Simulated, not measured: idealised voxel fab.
Process module, titled voxel self aligned vias
Xsec cut, 280 nm wide, square cell size 5 nm.
If you're reading a cross-section in this doc, picture square cells in a grid; it comes to you as bands, top ones listed first down to the bottom, and a band can be one or more rows of cells.
Heads up on the band format: heights come first, top then bottom, in nm. After that it's the materials left to right, each with its width in nm. A single material flagged "throughout" fills the whole band edge to edge, and "blank" means there's empty space there.
Below 0: as-received wafer, all one material; heights counted from there. Lowest band: no bottom, goes on down, written "0 and below".
Graded width ("30->40"): value in top row of band = first number; value in bottom row = second number; row-to-row change constant.
"nothing was modified" means the step left every cell of the cross-section as it was.
You'll see "Closed void catalog" listing empty spaces that have no way open to the top, as long as they're 8 cells or more; the notation is width x height at distance, where the distance is from the left edge, and all of it is in nm.
Note: text after step settings on the step line = simulator remark on that step.
When a step includes a mask, the "overlay nm" setting on its line states how far to the right of its planned place that mask lay, and negative values state how far to the left.
Set out below are the planned steps of the process:
1: RECEIVE [material Si]
2: CONFORMAL_DEP [material SiO2] [thk nm 15]
3: CONFORMAL_DEP [material SiCN] [thk nm 5]
4: DIRECTIONAL_DEP [material SiO2] [thk nm 30]
5: PATTERN [tone open] [mask id LINES] [material resist] [width nm 30] [pitch nm 70] [thk nm 20] [overlay nm 0]
6: DIRECTIONAL_ETCH [etch materials SiO2] [depth nm 30]
7: STRIP [etch materials resist]
8: CONFORMAL_DEP [material TiN] [thk nm 5]
9: FILL_DEP [material Ru] [thk nm 5]
10: CMP [height nm 50]
11: SELECTIVE_ETCH [etch materials W Ru TiN] [depth nm 10]
12: FILL_DEP [material SiN] [thk nm 5]
13: CMP [height nm 50]
14: DIRECTIONAL_DEP [material SiO2] [thk nm 15]
15: MASKED_ETCH [tone open] [mask id VIAS] [width nm 50] [pitch nm 70] [etch materials SiO2] [depth nm 15] [overlay nm 0]
16: MASKED_ETCH [tone open] [mask id VIAS] [width nm 50] [pitch nm 70] [etch materials SiN] [depth nm 10] [overlay nm 0]
17: CONFORMAL_DEP [material TiN] [thk nm 5]
18: FILL_DEP [material Ru] [thk nm 5]
19: CMP [height nm 65]
20: CONFORMAL_DEP [material SiN] [thk nm 5]
So, the first of our two wafers, run just as we planned it:
Cross-sectional view of the wafer in its as-received condition, corresponding to the state after step 1:
  0 and below  Si throughout
  Closed void catalog: none
State of the wafer after step 2, shown in cross-section:
  15 down to 0  SiO2 throughout
  below 0: unchanged
State of the wafer after step 3, shown in cross-section:
  20 down to 15  SiCN throughout
  below 15: unchanged
State of the wafer after step 4, shown in cross-section:
  50 down to 20  SiO2 throughout
  below 20: unchanged
State of the wafer after step 5, shown in cross-section:
  70 down to 50  resist 55 nm, then blank 30 nm, then resist 40 nm, then blank 30 nm, then resist 40 nm, then blank 30 nm, then resist 55 nm
  below 50: unchanged
State of the wafer after step 6, shown in cross-section:
  70 down to 50  resist 55 nm, then blank 30 nm, then resist 40 nm, then blank 30 nm, then resist 40 nm, then blank 30 nm, then resist 55 nm
  50 down to 20  SiO2 55 nm, then blank 30 nm, then SiO2 40 nm, then blank 30 nm, then SiO2 40 nm, then blank 30 nm, then SiO2 55 nm
  below 20: unchanged
State of the wafer after step 7, shown in cross-section:
  50 down to 20  SiO2 55 nm, then blank 30 nm, then SiO2 40 nm, then blank 30 nm, then SiO2 40 nm, then blank 30 nm, then SiO2 55 nm
  below 20: unchanged
State of the wafer after step 8, shown in cross-section:
  55 down to 50  TiN 60 nm, then blank 20 nm, then TiN 50 nm, then blank 20 nm, then TiN 50 nm, then blank 20 nm, then TiN 60 nm
  50 down to 25  SiO2 55 nm, then TiN 5 nm, then blank 20 nm, then TiN 5 nm, then SiO2 40 nm, then TiN 5 nm, then blank 20 nm, then TiN 5 nm, then SiO2 40 nm, then TiN 5 nm, then blank 20 nm, then TiN 5 nm, then SiO2 55 nm
  25 down to 20  SiO2 55 nm, then TiN 30 nm, then SiO2 40 nm, then TiN 30 nm, then SiO2 40 nm, then TiN 30 nm, then SiO2 55 nm
  below 20: unchanged
State of the wafer after step 9, shown in cross-section:
  60 down to 55  Ru throughout
  55 down to 50  TiN 60 nm, then Ru 20 nm, then TiN 50 nm, then Ru 20 nm, then TiN 50 nm, then Ru 20 nm, then TiN 60 nm
  50 down to 25  SiO2 55 nm, then TiN 5 nm, then Ru 20 nm, then TiN 5 nm, then SiO2 40 nm, then TiN 5 nm, then Ru 20 nm, then TiN 5 nm, then SiO2 40 nm, then TiN 5 nm, then Ru 20 nm, then TiN 5 nm, then SiO2 55 nm
  below 25: unchanged
State of the wafer after step 10, shown in cross-section:
  50 down to 25  SiO2 55 nm, then TiN 5 nm, then Ru 20 nm, then TiN 5 nm, then SiO2 40 nm, then TiN 5 nm, then Ru 20 nm, then TiN 5 nm, then SiO2 40 nm, then TiN 5 nm, then Ru 20 nm, then TiN 5 nm, then SiO2 55 nm
  below 25: unchanged
State of the wafer after step 11, shown in cross-section:
  50 down to 40  SiO2 55 nm, then blank 30 nm, then SiO2 40 nm, then blank 30 nm, then SiO2 40 nm, then blank 30 nm, then SiO2 55 nm
  below 40: unchanged
State of the wafer after step 12, shown in cross-section:
  55 down to 50  SiN throughout
  50 down to 40  SiO2 55 nm, then SiN 30 nm, then SiO2 40 nm, then SiN 30 nm, then SiO2 40 nm, then SiN 30 nm, then SiO2 55 nm
  below 40: unchanged
State of the wafer after step 13, shown in cross-section:
  50 down to 40  SiO2 55 nm, then SiN 30 nm, then SiO2 40 nm, then SiN 30 nm, then SiO2 40 nm, then SiN 30 nm, then SiO2 55 nm
  below 40: unchanged
State of the wafer after step 14, shown in cross-section:
  65 down to 50  SiO2 throughout
  below 50: unchanged
State of the wafer after step 15, shown in cross-section:
  65 down to 50  SiO2 45 nm, then blank 50 nm, then SiO2 20 nm, then blank 50 nm, then SiO2 20 nm, then blank 50 nm, then SiO2 45 nm
  below 50: unchanged
State of the wafer after step 16, shown in cross-section:
  65 down to 50  SiO2 45 nm, then blank 50 nm, then SiO2 20 nm, then blank 50 nm, then SiO2 20 nm, then blank 50 nm, then SiO2 45 nm
  50 down to 40  SiO2 55 nm, then blank 30 nm, then SiO2 40 nm, then blank 30 nm, then SiO2 40 nm, then blank 30 nm, then SiO2 55 nm
  below 40: unchanged
State of the wafer after step 17, shown in cross-section:
  70 down to 65  TiN 50 nm, then blank 40 nm, then TiN 30 nm, then blank 40 nm, then TiN 30 nm, then blank 40 nm, then TiN 50 nm
  65 down to 55  SiO2 45 nm, then TiN 5 nm, then blank 40 nm, then TiN 5 nm, then SiO2 20 nm, then TiN 5 nm, then blank 40 nm, then TiN 5 nm, then SiO2 20 nm, then TiN 5 nm, then blank 40 nm, then TiN 5 nm, then SiO2 45 nm
  55 down to 45  SiO2 45->55 nm, then TiN 15->5 nm, then blank 20 nm, then TiN 15->5 nm, then SiO2 20->40 nm, then TiN 15->5 nm, then blank 20 nm, then TiN 15->5 nm, then SiO2 20->40 nm, then TiN 15->5 nm, then blank 20 nm, then TiN 15->5 nm, then SiO2 45->55 nm
  45 down to 40  SiO2 55 nm, then TiN 30 nm, then SiO2 40 nm, then TiN 30 nm, then SiO2 40 nm, then TiN 30 nm, then SiO2 55 nm
  below 40: unchanged
State of the wafer after step 18, shown in cross-section:
  75 down to 70  Ru throughout
  70 down to 65  TiN 50 nm, then Ru 40 nm, then TiN 30 nm, then Ru 40 nm, then TiN 30 nm, then Ru 40 nm, then TiN 50 nm
  65 down to 55  SiO2 45 nm, then TiN 5 nm, then Ru 40 nm, then TiN 5 nm, then SiO2 20 nm, then TiN 5 nm, then Ru 40 nm, then TiN 5 nm, then SiO2 20 nm, then TiN 5 nm, then Ru 40 nm, then TiN 5 nm, then SiO2 45 nm
  55 down to 45  SiO2 45->55 nm, then TiN 15->5 nm, then Ru 20 nm, then TiN 15->5 nm, then SiO2 20->40 nm, then TiN 15->5 nm, then Ru 20 nm, then TiN 15->5 nm, then SiO2 20->40 nm, then TiN 15->5 nm, then Ru 20 nm, then TiN 15->5 nm, then SiO2 45->55 nm
  below 45: unchanged
State of the wafer after step 19, shown in cross-section:
  65 down to 55  SiO2 45 nm, then TiN 5 nm, then Ru 40 nm, then TiN 5 nm, then SiO2 20 nm, then TiN 5 nm, then Ru 40 nm, then TiN 5 nm, then SiO2 20 nm, then TiN 5 nm, then Ru 40 nm, then TiN 5 nm, then SiO2 45 nm
  below 55: unchanged
State of the wafer after step 20, shown in cross-section:
  70 down to 65  SiN throughout
  below 65: unchanged
The second wafer was prepared from the same starting point and under the same plan as the first; its processing contained one mistake, and it remains indistinguishable from the first wafer up to and including step 2:
Second wafer, section view, time point: scheduled end of step 3:
  45 down to 0  SiO2 throughout
  below 0: unchanged
Second wafer, section view, time point: scheduled end of step 4:
  50 down to 45  SiCN throughout
  below 45: unchanged
Second wafer, section view, time point: scheduled end of step 5:
  70 down to 50  resist 55 nm, then blank 30 nm, then resist 40 nm, then blank 30 nm, then resist 40 nm, then blank 30 nm, then resist 55 nm
  below 50: unchanged
Second wafer, section view, time point: scheduled end of step 6: nothing was modified
Second wafer, section view, time point: scheduled end of step 7:
  50 down to 45  SiCN throughout
  below 45: unchanged
Second wafer, section view, time point: scheduled end of step 8:
  55 down to 50  TiN throughout
  below 50: unchanged
Second wafer, section view, time point: scheduled end of step 9:
  60 down to 55  Ru throughout
  below 55: unchanged
Second wafer, section view, time point: scheduled end of step 10:
  50 down to 45  SiCN throughout
  below 45: unchanged
Second wafer, section view, time point: scheduled end of step 11: nothing was modified
Second wafer, section view, time point: scheduled end of step 12:
  55 down to 50  SiN throughout
  below 50: unchanged
Second wafer, section view, time point: scheduled end of step 13:
  50 down to 45  SiCN throughout
  below 45: unchanged
Second wafer, section view, time point: scheduled end of step 14:
  65 down to 50  SiO2 throughout
  below 50: unchanged
Second wafer, section view, time point: scheduled end of step 15:
  65 down to 50  SiO2 45 nm, then blank 50 nm, then SiO2 20 nm, then blank 50 nm, then SiO2 20 nm, then blank 50 nm, then SiO2 45 nm
  below 50: unchanged
Second wafer, section view, time point: scheduled end of step 16: nothing was modified
Second wafer, section view, time point: scheduled end of step 17:
  70 down to 65  TiN 50 nm, then blank 40 nm, then TiN 30 nm, then blank 40 nm, then TiN 30 nm, then blank 40 nm, then TiN 50 nm
  65 down to 55  SiO2 45 nm, then TiN 5 nm, then blank 40 nm, then TiN 5 nm, then SiO2 20 nm, then TiN 5 nm, then blank 40 nm, then TiN 5 nm, then SiO2 20 nm, then TiN 5 nm, then blank 40 nm, then TiN 5 nm, then SiO2 45 nm
  55 down to 50  SiO2 45 nm, then TiN 50 nm, then SiO2 20 nm, then TiN 50 nm, then SiO2 20 nm, then TiN 50 nm, then SiO2 45 nm
  below 50: unchanged
Second wafer, section view, time point: scheduled end of step 18:
  75 down to 70  Ru throughout
  70 down to 65  TiN 50 nm, then Ru 40 nm, then TiN 30 nm, then Ru 40 nm, then TiN 30 nm, then Ru 40 nm, then TiN 50 nm
  65 down to 55  SiO2 45 nm, then TiN 5 nm, then Ru 40 nm, then TiN 5 nm, then SiO2 20 nm, then TiN 5 nm, then Ru 40 nm, then TiN 5 nm, then SiO2 20 nm, then TiN 5 nm, then Ru 40 nm, then TiN 5 nm, then SiO2 45 nm
  below 55: unchanged
Second wafer, section view, time point: scheduled end of step 19:
  65 down to 55  SiO2 45 nm, then TiN 5 nm, then Ru 40 nm, then TiN 5 nm, then SiO2 20 nm, then TiN 5 nm, then Ru 40 nm, then TiN 5 nm, then SiO2 20 nm, then TiN 5 nm, then Ru 40 nm, then TiN 5 nm, then SiO2 45 nm
  below 55: unchanged
Second wafer, section view, time point: scheduled end of step 20:
  70 down to 65  SiN throughout
  below 65: unchanged
It is concluded that the wafer was processed incorrectly with respect to the plan, in that swap of plan steps 3 and 4 during execution
Wafer comparison, final, in cells, second relative to first, materials more or fewer: -60 Ru; +108 SiO2; -48 TiN
